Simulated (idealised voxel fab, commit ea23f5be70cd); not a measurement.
This is a process module. Its name is voxel wiring stack.
FYI the section here is cut, 180 nm wide, cells are 5 nm squares.
Square cells in a grid make up a cross-section in this document, and the grid is given as bands, listed from the top down, each one or more rows of cells. Quick guide to a band line: top height, bottom height (nm) up front; then every material left to right with its width in nm. Only one material and it's marked "all across"? Then it fills the band edge to edge. And "empty" just means empty space. Heads up on the height convention: 0 is the point under which the incoming wafer is all one material, and the lowest band has no bottom, it just keeps going down, like "0 nm and below". Graded width ("30->40"): value in top row of band = first number; value in bottom row = second number; row-to-row change constant. Where the words "no change occurred" appear for a step, the cross-section shows no cell changed by that step; every cell remained as before. For the entry "Closed void register", the listed items are empty spaces with no open way to the top whose size is 8 cells or more; each item follows the pattern width x height at distance, where distance is from the left edge and all three are in nm. On a step's line, text after the settings is the simulator commenting on that step. overlay nm: how far to the right of its planned place the mask lay on this masked step (negative: to the left). Pairs from here to the end. Each: cross-section before one process step, cross-section after it, the latter only as far down as the lowest band that changed. Under each: the step between, and its settings. Mind that the pairs may be taken from different runs of this module on the same starting wafer; whether a pair continues from the pair above depends on its entry headed "Pre-step", and it does only where that entry says so.

Pre-step
> 0 nm and below | Si all across
> Closed void register: none

Section, Post-Step
> 10 nm to 0 nm | SiO2 all across
> For the remainder of the cross-section, below 0, there is no change.
> Closed void register: none
The two cross-sections above are separated by a single process step, namely CONFORMAL_DEP (material SiO2; thk nm 10)

Pre-step: The structure entering this step is exactly what the pair just above shows after its step.

Section, Post-Step
> 15 nm to 10 nm | TiN all across
> For the remainder of the cross-section, below 10, there is no change.
> Closed void register: none
The two cross-sections above are separated by a single process step, namely DIRECTIONAL_DEP (material TiN; thk nm 5)

Pre-step: The structure entering this step is exactly what the pair just above shows after its step.

Section, Post-Step
> 30 nm to 15 nm | Ru all across
> For the remainder of the cross-section, below 15, there is no change.
> Closed void register: none
The two cross-sections above are separated by a single process step, namely DIRECTIONAL_DEP (material Ru; thk nm 15)

Pre-step: The structure entering this step is exactly what the pair just above shows after its step.

Section, Post-Step
> 30 nm to 15 nm | 50 of empty | 30 of Ru | 20 of empty | 30 of Ru | 50 of empty
> For the remainder of the cross-section, below 15, there is no change.
> Closed void register: none
The two cross-sections above are separated by a single process step, namely MASKED_ETCH (tone cover; mask id METAL_1; width nm 30; pitch nm 50; etch materials Ru; depth nm 15; overlay nm 0)

Pre-step: The structure entering this step is exactly what the pair just above shows after its step.

Section, Post-Step
> 30 nm to 15 nm | 50 of empty | 30 of Ru | 20 of empty | 30 of Ru | 50 of empty
> 15 nm to 10 nm | 50 of empty | 30 of TiN | 20 of empty | 30 of TiN | 50 of empty
> For the remainder of the cross-section, below 10, there is no change.
> Closed void register: none
The two cross-sections above are separated by a single process step, namely MASKED_ETCH (tone cover; mask id METAL_1; width nm 30; pitch nm 50; etch materials TiN; depth nm 5; overlay nm 0)

Pre-step: The structure entering this step is exactly what the pair just above shows after its step.

Section, Post-Step
> 35 nm to 30 nm | 45 of empty | 40 of SiCN | 10 of empty | 40 of SiCN | 45 of empty
> 30 nm to 15 nm | 45 of empty | 5 of SiCN | 30 of Ru | 5 of SiCN | 10 of empty | 5 of SiCN | 30 of Ru | 5 of SiCN | 45 of empty
> 15 nm to 10 nm | 50 of SiCN | 30 of TiN | 20 of SiCN | 30 of TiN | 50 of SiCN
> For the remainder of the cross-section, below 10, there is no change.
> Closed void register: none
The two cross-sections above are separated by a single process step, namely CONFORMAL_DEP (material SiCN; thk nm 5)

Pre-step: The structure entering this step is exactly what the pair just above shows after its step.

Section, Post-Step
> 45 nm to 35 nm | SiO2 all across
> 35 nm to 30 nm | 45 of SiO2 | 40 of SiCN | 10 of SiO2 | 40 of SiCN | 45 of SiO2
> 30 nm to 15 nm | 45 of SiO2 | 5 of SiCN | 30 of Ru | 5 of SiCN | 10 of SiO2 | 5 of SiCN | 30 of Ru | 5 of SiCN | 45 of SiO2
> For the remainder of the cross-section, below 15, there is no change.
> Closed void register: none
The two cross-sections above are separated by a single process step, namely FILL_DEP (material SiO2; thk nm 10)

Pre-step: The structure entering this step is exactly what the pair just above shows after its step.

Section, Post-Step
> 30 nm to 15 nm | 45 of SiO2 | 5 of SiCN | 30 of Ru | 5 of SiCN | 10 of SiO2 | 5 of SiCN | 30 of Ru | 5 of SiCN | 45 of SiO2
> For the remainder of the cross-section, below 15, there is no change.
> Closed void register: none
The two cross-sections above are separated by a single process step, namely CMP (height nm 30)

Pre-step: The structure entering this step is exactly what the pair just above shows after its step.

Section, Post-Step
> 35 nm to 30 nm | SiCN all across
> For the remainder of the cross-section, below 30, there is no change.
> Closed void register: none
The two cross-sections above are separated by a single process step, namely CONFORMAL_DEP (material SiCN; thk nm 5)

Pre-step: The structure entering this step is exactly what the pair just above shows after its step.

Section, Post-Step
> 65 nm to 35 nm | SiO2 all across
> For the remainder of the cross-section, below 35, there is no change.
> Closed void register: none
The two cross-sections above are separated by a single process step, namely DIRECTIONAL_DEP (material SiO2; thk nm 30)

Pre-step: The structure entering this step is exactly what the pair just above shows after its step.

Section, Post-Step
> 65 nm to 35 nm | 50 of SiO2 | 15 of empty | 35 of SiO2 | 15 of empty | 65 of SiO2
> For the remainder of the cross-section, below 35, there is no change.
> Closed void register: none
The two cross-sections above are separated by a single process step, namely MASKED_ETCH (tone open; mask id METAL_2_HOLES; width nm 15; pitch nm 50; etch materials SiO2; depth nm 30; overlay nm 0)

Pre-step: The structure entering this step is exactly what the pair just above shows after its step.

Section, Post-Step
> 85 nm to 65 nm | 50 of resist | 30 of empty | 20 of resist | 30 of empty | 50 of resist
> For the remainder of the cross-section, below 65, there is no change.
> Closed void register: none
The two cross-sections above are separated by a single process step, namely PATTERN (tone open; mask id METAL_2; material resist; width nm 30; pitch nm 50; thk nm 20; overlay nm 0)

Pre-step: The structure entering this step is exactly what the pair just above shows after its step.

Section, Post-Step
> 85 nm to 65 nm | 50 of resist | 30 of empty | 20 of resist | 30 of empty | 50 of resist
> 65 nm to 45 nm | 50 of SiO2 | 30 of empty | 20 of SiO2 | 30 of empty | 50 of SiO2
> For the remainder of the cross-section, below 45, there is no change.
> Closed void register: none
The two cross-sections above are separated by a single process step, namely DIRECTIONAL_ETCH (etch materials SiO2; depth nm 20)

Pre-step: The structure entering this step is exactly what the pair just above shows after its step.

Section, Post-Step
> 85 nm to 65 nm | 50 of resist | 30 of empty | 20 of resist | 30 of empty | 50 of resist
> 65 nm to 45 nm | 50 of SiO2 | 30 of empty | 20 of SiO2 | 30 of empty | 50 of SiO2
> 45 nm to 35 nm | 50 of SiO2 | 15 of empty | 35 of SiO2 | 15 of empty | 65 of SiO2
> 35 nm to 30 nm | 50 of SiCN | 15 of empty | 35 of SiCN | 15 of empty | 65 of SiCN
> For the remainder of the cross-section, below 30, there is no change.
> Closed void register: none
The two cross-sections above are separated by a single process step, namely DIRECTIONAL_ETCH (etch materials SiCN; depth nm 5)

Pre-step: The structure entering this step is exactly what the pair just above shows after its step.

Section, Post-Step
> 65 nm to 45 nm | 50 of SiO2 | 30 of empty | 20 of SiO2 | 30 of empty | 50 of SiO2
> For the remainder of the cross-section, below 45, there is no change.
> Closed void register: none
The two cross-sections above are separated by a single process step, namely STRIP (etch materials resist)

Pre-step: The structure entering this step is exactly what the pair just above shows after its step.

Section, Post-Step
> 70 nm to 65 nm | 55 of TiN | 20 of empty | 30 of TiN | 20 of empty | 55 of TiN
> 65 nm to 50 nm | 50 of SiO2 | 5 of TiN | 20 of empty | 5 of TiN | 20 of SiO2 | 5 of TiN | 20 of empty | 5 of TiN | 50 of SiO2
> 50 nm to 45 nm | 50 of SiO2 | 5 of TiN | 5 of empty | 20 of TiN | 20 of SiO2 | 5 of TiN | 5 of empty | 20 of TiN | 50 of SiO2
> 45 nm to 35 nm | 50 of SiO2 | 5 of TiN | 5 of empty | 5 of TiN | 35 of SiO2 | 5 of TiN | 5 of empty | 5 of TiN | 65 of SiO2
> 35 nm to 30 nm | 50 of SiCN | 15 of TiN | 35 of SiCN | 15 of TiN | 65 of SiCN
> For the remainder of the cross-section, below 30, there is no change.
> Closed void register: none
The two cross-sections above are separated by a single process step, namely CONFORMAL_DEP (material TiN; thk nm 5)

Pre-step: The structure entering this step is exactly what the pair just above shows after its step.

Section, Post-Step
> 75 nm to 70 nm | Ru all across
> 70 nm to 65 nm | 55 of TiN | 20 of Ru | 30 of TiN | 20 of Ru | 55 of TiN
> 65 nm to 50 nm | 50 of SiO2 | 5 of TiN | 20 of Ru | 5 of TiN | 20 of SiO2 | 5 of TiN | 20 of Ru | 5 of TiN | 50 of SiO2
> 50 nm to 45 nm | 50 of SiO2 | 5 of TiN | 5 of Ru | 20 of TiN | 20 of SiO2 | 5 of TiN | 5 of Ru | 20 of TiN | 50 of SiO2
> 45 nm to 35 nm | 50 of SiO2 | 5 of TiN | 5 of Ru | 5 of TiN | 35 of SiO2 | 5 of TiN | 5 of Ru | 5 of TiN | 65 of SiO2
> For the remainder of the cross-section, below 35, there is no change.
> Closed void register: none
The two cross-sections above are separated by a single process step, namely FILL_DEP (material Ru; thk nm 5)

Pre-step: The structure entering this step is exactly what the pair just above shows after its step.

Section, Post-Step
> 65 nm to 50 nm | 50 of SiO2 | 5 of TiN | 20 of Ru | 5 of TiN | 20 of SiO2 | 5 of TiN | 20 of Ru | 5 of TiN | 50 of SiO2
> For the remainder of the cross-section, below 50, there is no change.
> Closed void register: none
The two cross-sections above are separated by a single process step, namely CMP (height nm 65)

Pre-step: The structure entering this step is exactly what the pair just above shows after its step.

Section, Post-Step
> 70 nm to 65 nm | SiCN all across
> For the remainder of the cross-section, below 65, there is no change.
> Closed void register: none
The two cross-sections above are separated by a single process step, namely CONFORMAL_DEP (material SiCN; thk nm 5)

Pre-step: The structure entering this step is exactly what the pair just above shows after its step.

Section, Post-Step
> 95 nm to 70 nm | SiO2 all across
> For the remainder of the cross-section, below 70, there is no change.
> Closed void register: none
The two cross-sections above are separated by a single process step, namely DIRECTIONAL_DEP (material SiO2; thk nm 25)

Pre-step: The structure entering this step is exactly what the pair just above shows after its step.

Section, Post-Step
> 115 nm to 95 nm | 50 of resist | 30 of empty | 20 of resist | 30 of empty | 50 of resist
> For the remainder of the cross-section, below 95, there is no change.
> Closed void register: none
The two cross-sections above are separated by a single process step, namely PATTERN (tone open; mask id METAL_3; material resist; width nm 30; pitch nm 50; thk nm 20; overlay nm 0)

Pre-step: The structure entering this step is exactly what the pair just above shows after its step.

Section, Post-Step
> 115 nm to 95 nm | 50 of resist | 30 of empty | 20 of resist | 30 of empty | 50 of resist
> 95 nm to 80 nm | 50 of SiO2 | 30 of empty | 20 of SiO2 | 30 of empty | 50 of SiO2
> For the remainder of the cross-section, below 80, there is no change.
> Closed void register: none
The two cross-sections above are separated by a single process step, namely DIRECTIONAL_ETCH (etch materials SiO2; depth nm 15)

Pre-step: The structure entering this step is exactly what the pair just above shows after its step.

Section, Post-Step
> 95 nm to 80 nm | 50 of SiO2 | 30 of empty | 20 of SiO2 | 30 of empty | 50 of SiO2
> For the remainder of the cross-section, below 80, there is no change.
> Closed void register: none
The two cross-sections above are separated by a single process step, namely STRIP (etch materials resist)

Pre-step: The structure entering this step is exactly what the pair just above shows after its step.

Section, Post-Step
> 95 nm to 80 nm | 50 of SiO2 | 30 of empty | 20 of SiO2 | 30 of empty | 50 of SiO2
> 80 nm to 70 nm | 50 of SiO2 | 15 of empty | 115 of SiO2
> For the remainder of the cross-section, below 70, there is no change.
> Closed void register: none
The two cross-sections above are separated by a single process step, namely MASKED_ETCH (tone open; mask id METAL_3_HOLES; width nm 15; etch materials SiO2; depth nm 10; overlay nm 0)

Pre-step: The structure entering this step is exactly what the pair just above shows after its step.

Section, Post-Step
> 95 nm to 80 nm | 50 of SiO2 | 30 of empty | 20 of SiO2 | 30 of empty | 50 of SiO2
> 80 nm to 70 nm | 50 of SiO2 | 15 of empty | 115 of SiO2
> 70 nm to 65 nm | 50 of SiCN | 15 of empty | 115 of SiCN
> For the remainder of the cross-section, below 65, there is no change.
> Closed void register: none
The two cross-sections above are separated by a single process step, namely MASKED_ETCH (tone open; mask id METAL_3_HOLES; width nm 15; etch materials SiCN; depth nm 5; overlay nm 0)

Pre-step: The structure entering this step is exactly what the pair just above shows after its step.

Section, Post-Step
> 100 nm to 95 nm | 55 of TiN | 20 of empty | 30 of TiN | 20 of empty | 55 of TiN
> 95 nm to 85 nm | 50 of SiO2 | 5 of TiN | 20 of empty | 5 of TiN | 20 of SiO2 | 5 of TiN | 20 of empty | 5 of TiN | 50 of SiO2
> 85 nm to 80 nm | 50 of SiO2 | 5 of TiN | 5 of empty | 20 of TiN | 20 of SiO2 | 30 of TiN | 50 of SiO2
> 80 nm to 70 nm | 50 of SiO2 | 5 of TiN | 5 of empty | 5 of TiN | 115 of SiO2
> 70 nm to 65 nm | 50 of SiCN | 15 of TiN | 115 of SiCN
> For the remainder of the cross-section, below 65, there is no change.
> Closed void register: none
The two cross-sections above are separated by a single process step, namely CONFORMAL_DEP (material TiN; thk nm 5)

Pre-step: The structure entering this step is exactly what the pair just above shows after its step.

Section, Post-Step
> 110 nm to 100 nm | Ru all across
> 100 nm to 95 nm | 55 of TiN | 20 of Ru | 30 of TiN | 20 of Ru | 55 of TiN
> 95 nm to 85 nm | 50 of SiO2 | 5 of TiN | 20 of Ru | 5 of TiN | 20 of SiO2 | 5 of TiN | 20 of Ru | 5 of TiN | 50 of SiO2
> 85 nm to 80 nm | 50 of SiO2 | 5 of TiN | 5 of Ru | 20 of TiN | 20 of SiO2 | 30 of TiN | 50 of SiO2
> 80 nm to 70 nm | 50 of SiO2 | 5 of TiN | 5 of Ru | 5 of TiN | 115 of SiO2
> For the remainder of the cross-section, below 70, there is no change.
> Closed void register: none
The two cross-sections above are separated by a single process step, namely FILL_DEP (material Ru; thk nm 10)

Pre-step: The structure entering this step is exactly what the pair just above shows after its step.

Section, Post-Step
> 95 nm to 85 nm | 50 of SiO2 | 5 of TiN | 20 of Ru | 5 of TiN | 20 of SiO2 | 5 of TiN | 20 of Ru | 5 of TiN | 50 of SiO2
> For the remainder of the cross-section, below 85, there is no change.
> Closed void register: none
The two cross-sections above are separated by a single process step, namely CMP (height nm 95)

Pre-step: The structure entering this step is exactly what the pair just above shows after its step.

Section, Post-Step
> 100 nm to 95 nm | SiCN all across
> For the remainder of the cross-section, below 95, there is no change.
> Closed void register: none
The two cross-sections above are separated by a single process step, namely CONFORMAL_DEP (material SiCN; thk nm 5)

Pre-step: The structure entering this step is exactly what the pair just above shows after its step.

Section, Post-Step
> 135 nm to 100 nm | lowk all across
> For the remainder of the cross-section, below 100, there is no change.
> Closed void register: none
The two cross-sections above are separated by a single process step, namely DIRECTIONAL_DEP (material lowk; thk nm 35)

Pre-step: The structure entering this step is exactly what the pair just above shows after its step.

Section, Post-Step
> 135 nm to 115 nm | 50 of lowk | 30 of empty | 20 of lowk | 30 of empty | 50 of lowk
> For the remainder of the cross-section, below 115, there is no change.
> Closed void register: none
The two cross-sections above are separated by a single process step, namely MASKED_ETCH (tone open; mask id METAL_4; width nm 30; pitch nm 50; etch materials lowk; depth nm 20; overlay nm 0)

Pre-step: The structure entering this step is exactly what the pair just above shows after its step.

Section, Post-Step
> 135 nm to 115 nm | 50 of lowk | 30 of empty | 20 of lowk | 30 of empty | 50 of lowk
> 115 nm to 100 nm | 50 of lowk | 15 of empty | 35 of lowk | 15 of empty | 65 of lowk
> For the remainder of the cross-section, below 100, there is no change.
> Closed void register: none
The two cross-sections above are separated by a single process step, namely MASKED_ETCH (tone open; mask id METAL_4_HOLES; width nm 15; pitch nm 50; etch materials lowk; depth nm 15; overlay nm 0)

Pre-step: The structure entering this step is exactly what the pair just above shows after its step.

Section, Post-Step
> 135 nm to 115 nm | 50 of lowk | 30 of empty | 20 of lowk | 30 of empty | 50 of lowk
> 115 nm to 100 nm | 50 of lowk | 15 of empty | 35 of lowk | 15 of empty | 65 of lowk
> 100 nm to 95 nm | 50 of SiCN | 15 of empty | 35 of SiCN | 15 of empty | 65 of SiCN
> For the remainder of the cross-section, below 95, there is no change.
> Closed void register: none
The two cross-sections above are separated by a single process step, namely MASKED_ETCH (tone open; mask id METAL_4_HOLES; width nm 15; pitch nm 50; etch materials SiCN; depth nm 5; overlay nm 0)

Pre-step: The structure entering this step is exactly what the pair just above shows after its step.

Section, Post-Step
> 140 nm to 135 nm | 55 of TiN | 20 of empty | 30 of TiN | 20 of empty | 55 of TiN
> 135 nm to 120 nm | 50 of lowk | 5 of TiN | 20 of empty | 5 of TiN | 20 of lowk | 5 of TiN | 20 of empty | 5 of TiN | 50 of lowk
> 120 nm to 115 nm | 50 of lowk | 5 of TiN | 5 of empty | 20 of TiN | 20 of lowk | 5 of TiN | 5 of empty | 20 of TiN | 50 of lowk
> 115 nm to 100 nm | 50 of lowk | 5 of TiN | 5 of empty | 5 of TiN | 35 of lowk | 5 of TiN | 5 of empty | 5 of TiN | 65 of lowk
> 100 nm to 95 nm | 50 of SiCN | 15 of TiN | 35 of SiCN | 15 of TiN | 65 of SiCN
> For the remainder of the cross-section, below 95, there is no change.
> Closed void register: none
The two cross-sections above are separated by a single process step, namely CONFORMAL_DEP (material TiN; thk nm 5)

Pre-step: The structure entering this step is exactly what the pair just above shows after its step.

Section, Post-Step
> 145 nm to 140 nm | Ru all across
> 140 nm to 135 nm | 55 of TiN | 20 of Ru | 30 of TiN | 20 of Ru | 55 of TiN
> 135 nm to 120 nm | 50 of lowk | 5 of TiN | 20 of Ru | 5 of TiN | 20 of lowk | 5 of TiN | 20 of Ru | 5 of TiN | 50 of lowk
> 120 nm to 115 nm | 50 of lowk | 5 of TiN | 5 of Ru | 20 of TiN | 20 of lowk | 5 of TiN | 5 of Ru | 20 of TiN | 50 of lowk
> 115 nm to 100 nm | 50 of lowk | 5 of TiN | 5 of Ru | 5 of TiN | 35 of lowk | 5 of TiN | 5 of Ru | 5 of TiN | 65 of lowk
> For the remainder of the cross-section, below 100, there is no change.
> Closed void register: none
The two cross-sections above are separated by a single process step, namely FILL_DEP (material Ru; thk nm 5)

Pre-step: The structure entering this step is exactly what the pair just above shows after its step.

Section, Post-Step
> 135 nm to 120 nm | 50 of lowk | 5 of TiN | 20 of Ru | 5 of TiN | 20 of lowk | 5 of TiN | 20 of Ru | 5 of TiN | 50 of lowk
> For the remainder of the cross-section, below 120, there is no change.
> Closed void register: none
The two cross-sections above are separated by a single process step, namely CMP (height nm 135)

Pre-step: The structure entering this step is exactly what the pair just above shows after its step.

Section, Post-Step
> 140 nm to 135 nm | SiCN all across
> For the remainder of the cross-section, below 135, there is no change.
> Closed void register: none
The two cross-sections above are separated by a single process step, namely CONFORMAL_DEP (material SiCN; thk nm 5)

Pre-step
> 45 nm to 35 nm | SiO2 all across
> 35 nm to 30 nm | 45 of SiO2 | 40 of SiCN | 10 of SiO2 | 40 of SiCN | 45 of SiO2
> 30 nm to 15 nm | 45 of SiO2 | 5 of SiCN | 30 of Ru | 5 of SiCN | 10 of SiO2 | 5 of SiCN | 30 of Ru | 5 of SiCN | 45 of SiO2
> 15 nm to 10 nm | 50 of SiCN | 30 of TiN | 20 of SiCN | 30 of TiN | 50 of SiCN
> 10 nm to 0 nm | SiO2 all across
> 0 nm and below | Si all across
> Closed void register: none

Section, Post-Step
> 50 nm to 45 nm | SiCN all across
> For the remainder of the cross-section, below 45, there is no change.
> Closed void register: none
The two cross-sections above are separated by a single process step, namely CONFORMAL_DEP (material SiCN; thk nm 5)

Pre-step: The structure entering this step is exactly what the pair just above shows after its step.

Section, Post-Step
> 80 nm to 50 nm | SiO2 all across
> For the remainder of the cross-section, below 50, there is no change.
> Closed void register: none
The two cross-sections above are separated by a single process step, namely DIRECTIONAL_DEP (material SiO2; thk nm 30)

Pre-step: The structure entering this step is exactly what the pair just above shows after its step.

Section, Post-Step
> 80 nm to 50 nm | 50 of SiO2 | 15 of empty | 35 of SiO2 | 15 of empty | 65 of SiO2
> For the remainder of the cross-section, below 50, there is no change.
> Closed void register: none
The two cross-sections above are separated by a single process step, namely MASKED_ETCH (tone open; mask id METAL_2_HOLES; width nm 15; pitch nm 50; etch materials SiO2; depth nm 30; overlay nm 0)

Pre-step: The structure entering this step is exactly what the pair just above shows after its step.

Section, Post-Step
> 100 nm to 80 nm | 50 of resist | 30 of empty | 20 of resist | 30 of empty | 50 of resist
> For the remainder of the cross-section, below 80, there is no change.
> Closed void register: none
The two cross-sections above are separated by a single process step, namely PATTERN (tone open; mask id METAL_2; material resist; width nm 30; pitch nm 50; thk nm 20; overlay nm 0)

Pre-step: The structure entering this step is exactly what the pair just above shows after its step.

Section, Post-Step
> 100 nm to 80 nm | 50 of resist | 30 of empty | 20 of resist | 30 of empty | 50 of resist
> 80 nm to 60 nm | 50 of SiO2 | 30 of empty | 20 of SiO2 | 30 of empty | 50 of SiO2
> For the remainder of the cross-section, below 60, there is no change.
> Closed void register: none
The two cross-sections above are separated by a single process step, namely DIRECTIONAL_ETCH (etch materials SiO2; depth nm 20)

Pre-step: The structure entering this step is exactly what the pair just above shows after its step.

Section, Post-Step
> 100 nm to 80 nm | 50 of resist | 30 of empty | 20 of resist | 30 of empty | 50 of resist
> 80 nm to 60 nm | 50 of SiO2 | 30 of empty | 20 of SiO2 | 30 of empty | 50 of SiO2
> 60 nm to 50 nm | 50 of SiO2 | 15 of empty | 35 of SiO2 | 15 of empty | 65 of SiO2
> 50 nm to 45 nm | 50 of SiCN | 15 of empty | 35 of SiCN | 15 of empty | 65 of SiCN
> For the remainder of the cross-section, below 45, there is no change.
> Closed void register: none
The two cross-sections above are separated by a single process step, namely DIRECTIONAL_ETCH (etch materials SiCN; depth nm 5)

Pre-step: The structure entering this step is exactly what the pair just above shows after its step.

Section, Post-Step
> 80 nm to 60 nm | 50 of SiO2 | 30 of empty | 20 of SiO2 | 30 of empty | 50 of SiO2
> For the remainder of the cross-section, below 60, there is no change.
> Closed void register: none
The two cross-sections above are separated by a single process step, namely STRIP (etch materials resist)

Pre-step: The structure entering this step is exactly what the pair just above shows after its step.

Section, Post-Step
> 85 nm to 80 nm | 55 of TiN | 20 of empty | 30 of TiN | 20 of empty | 55 of TiN
> 80 nm to 65 nm | 50 of SiO2 | 5 of TiN | 20 of empty | 5 of TiN | 20 of SiO2 | 5 of TiN | 20 of empty | 5 of TiN | 50 of SiO2
> 65 nm to 60 nm | 50 of SiO2 | 5 of TiN | 5 of empty | 20 of TiN | 20 of SiO2 | 5 of TiN | 5 of empty | 20 of TiN | 50 of SiO2
> 60 nm to 50 nm | 50 of SiO2 | 5 of TiN | 5 of empty | 5 of TiN | 35 of SiO2 | 5 of TiN | 5 of empty | 5 of TiN | 65 of SiO2
> 50 nm to 45 nm | 50 of SiCN | 15 of TiN | 35 of SiCN | 15 of TiN | 65 of SiCN
> For the remainder of the cross-section, below 45, there is no change.
> Closed void register: none
The two cross-sections above are separated by a single process step, namely CONFORMAL_DEP (material TiN; thk nm 5)

Pre-step: The structure entering this step is exactly what the pair just above shows after its step.

Section, Post-Step
> 90 nm to 85 nm | Ru all across
> 85 nm to 80 nm | 55 of TiN | 20 of Ru | 30 of TiN | 20 of Ru | 55 of TiN
> 80 nm to 65 nm | 50 of SiO2 | 5 of TiN | 20 of Ru | 5 of TiN | 20 of SiO2 | 5 of TiN | 20 of Ru | 5 of TiN | 50 of SiO2
> 65 nm to 60 nm | 50 of SiO2 | 5 of TiN | 5 of Ru | 20 of TiN | 20 of SiO2 | 5 of TiN | 5 of Ru | 20 of TiN | 50 of SiO2
> 60 nm to 50 nm | 50 of SiO2 | 5 of TiN | 5 of Ru | 5 of TiN | 35 of SiO2 | 5 of TiN | 5 of Ru | 5 of TiN | 65 of SiO2
> For the remainder of the cross-section, below 50, there is no change.
> Closed void register: none
The two cross-sections above are separated by a single process step, namely FILL_DEP (material Ru; thk nm 5)

Pre-step: The structure entering this step is exactly what the pair just above shows after its step.

Section, Post-Step
> 65 nm to 60 nm | 50 of SiO2 | 5 of TiN | 5 of Ru | 20 of TiN | 20 of SiO2 | 5 of TiN | 5 of Ru | 20 of TiN | 50 of SiO2
> For the remainder of the cross-section, below 60, there is no change.
> Closed void register: none
The two cross-sections above are separated by a single process step, namely CMP (height nm 65)

Pre-step: The structure entering this step is exactly what the pair just above shows after its step.

Section, Post-Step
> 70 nm to 65 nm | SiCN all across
> For the remainder of the cross-section, below 65, there is no change.
> Closed void register: none
The two cross-sections above are separated by a single process step, namely CONFORMAL_DEP (material SiCN; thk nm 5)

Pre-step: The structure entering this step is exactly what the pair just above shows after its step.

Section, Post-Step
> 95 nm to 70 nm | SiO2 all across
> For the remainder of the cross-section, below 70, there is no change.
> Closed void register: none
The two cross-sections above are separated by a single process step, namely DIRECTIONAL_DEP (material SiO2; thk nm 25)

Pre-step: The structure entering this step is exactly what the pair just above shows after its step.

Section, Post-Step
> 115 nm to 95 nm | 50 of resist | 30 of empty | 20 of resist | 30 of empty | 50 of resist
> For the remainder of the cross-section, below 95, there is no change.
> Closed void register: none
The two cross-sections above are separated by a single process step, namely PATTERN (tone open; mask id METAL_3; material resist; width nm 30; pitch nm 50; thk nm 20; overlay nm 0)

Pre-step: The structure entering this step is exactly what the pair just above shows after its step.

Section, Post-Step
> 115 nm to 95 nm | 50 of resist | 30 of empty | 20 of resist | 30 of empty | 50 of resist
> 95 nm to 80 nm | 50 of SiO2 | 30 of empty | 20 of SiO2 | 30 of empty | 50 of SiO2
> For the remainder of the cross-section, below 80, there is no change.
> Closed void register: none
The two cross-sections above are separated by a single process step, namely DIRECTIONAL_ETCH (etch materials SiO2; depth nm 15)

Pre-step: The structure entering this step is exactly what the pair just above shows after its step.

Section, Post-Step
> 95 nm to 80 nm | 50 of SiO2 | 30 of empty | 20 of SiO2 | 30 of empty | 50 of SiO2
> For the remainder of the cross-section, below 80, there is no change.
> Closed void register: none
The two cross-sections above are separated by a single process step, namely STRIP (etch materials resist)

Pre-step: The structure entering this step is exactly what the pair just above shows after its step.

Section, Post-Step
> 95 nm to 80 nm | 50 of SiO2 | 30 of empty | 20 of SiO2 | 30 of empty | 50 of SiO2
> 80 nm to 70 nm | 50 of SiO2 | 15 of empty | 115 of SiO2
> For the remainder of the cross-section, below 70, there is no change.
> Closed void register: none
The two cross-sections above are separated by a single process step, namely MASKED_ETCH (tone open; mask id METAL_3_HOLES; width nm 15; etch materials SiO2; depth nm 10; overlay nm 0)

Pre-step: The structure entering this step is exactly what the pair just above shows after its step.

Section, Post-Step
> 95 nm to 80 nm | 50 of SiO2 | 30 of empty | 20 of SiO2 | 30 of empty | 50 of SiO2
> 80 nm to 70 nm | 50 of SiO2 | 15 of empty | 115 of SiO2
> 70 nm to 65 nm | 50 of SiCN | 15 of empty | 115 of SiCN
> For the remainder of the cross-section, below 65, there is no change.
> Closed void register: none
The two cross-sections above are separated by a single process step, namely MASKED_ETCH (tone open; mask id METAL_3_HOLES; width nm 15; etch materials SiCN; depth nm 5; overlay nm 0)

Pre-step: The structure entering this step is exactly what the pair just above shows after its step.

Section, Post-Step
> 100 nm to 95 nm | 55 of TiN | 20 of empty | 30 of TiN | 20 of empty | 55 of TiN
> 95 nm to 85 nm | 50 of SiO2 | 5 of TiN | 20 of empty | 5 of TiN | 20 of SiO2 | 5 of TiN | 20 of empty | 5 of TiN | 50 of SiO2
> 85 nm to 80 nm | 50 of SiO2 | 5 of TiN | 5 of empty | 20 of TiN | 20 of SiO2 | 30 of TiN | 50 of SiO2
> 80 nm to 70 nm | 50 of SiO2 | 5 of TiN | 5 of empty | 5 of TiN | 115 of SiO2
> 70 nm to 65 nm | 50 of SiCN | 15 of TiN | 115 of SiCN
> For the remainder of the cross-section, below 65, there is no change.
> Closed void register: none
The two cross-sections above are separated by a single process step, namely CONFORMAL_DEP (material TiN; thk nm 5)

Pre-step: The structure entering this step is exactly what the pair just above shows after its step.

Section, Post-Step
> 110 nm to 100 nm | Ru all across
> 100 nm to 95 nm | 55 of TiN | 20 of Ru | 30 of TiN | 20 of Ru | 55 of TiN
> 95 nm to 85 nm | 50 of SiO2 | 5 of TiN | 20 of Ru | 5 of TiN | 20 of SiO2 | 5 of TiN | 20 of Ru | 5 of TiN | 50 of SiO2
> 85 nm to 80 nm | 50 of SiO2 | 5 of TiN | 5 of Ru | 20 of TiN | 20 of SiO2 | 30 of TiN | 50 of SiO2
> 80 nm to 70 nm | 50 of SiO2 | 5 of TiN | 5 of Ru | 5 of TiN | 115 of SiO2
> For the remainder of the cross-section, below 70, there is no change.
> Closed void register: none
The two cross-sections above are separated by a single process step, namely FILL_DEP (material Ru; thk nm 10)

Pre-step: The structure entering this step is exactly what the pair just above shows after its step.

Section, Post-Step
> 95 nm to 85 nm | 50 of SiO2 | 5 of TiN | 20 of Ru | 5 of TiN | 20 of SiO2 | 5 of TiN | 20 of Ru | 5 of TiN | 50 of SiO2
> For the remainder of the cross-section, below 85, there is no change.
> Closed void register: none
The two cross-sections above are separated by a single process step, namely CMP (height nm 95)

Pre-step: The structure entering this step is exactly what the pair just above shows after its step.

Section, Post-Step
> 100 nm to 95 nm | SiCN all across
> For the remainder of the cross-section, below 95, there is no change.
> Closed void register: none
The two cross-sections above are separated by a single process step, namely CONFORMAL_DEP (material SiCN; thk nm 5)

Pre-step: The structure entering this step is exactly what the pair just above shows after its step.

Section, Post-Step
> 135 nm to 100 nm | lowk all across
> For the remainder of the cross-section, below 100, there is no change.
> Closed void register: none
The two cross-sections above are separated by a single process step, namely DIRECTIONAL_DEP (material lowk; thk nm 35)

Pre-step: The structure entering this step is exactly what the pair just above shows after its step.

Section, Post-Step
> 135 nm to 115 nm | 50 of lowk | 30 of empty | 20 of lowk | 30 of empty | 50 of lowk
> For the remainder of the cross-section, below 115, there is no change.
> Closed void register: none
The two cross-sections above are separated by a single process step, namely MASKED_ETCH (tone open; mask id METAL_4; width nm 30; pitch nm 50; etch materials lowk; depth nm 20; overlay nm 0)
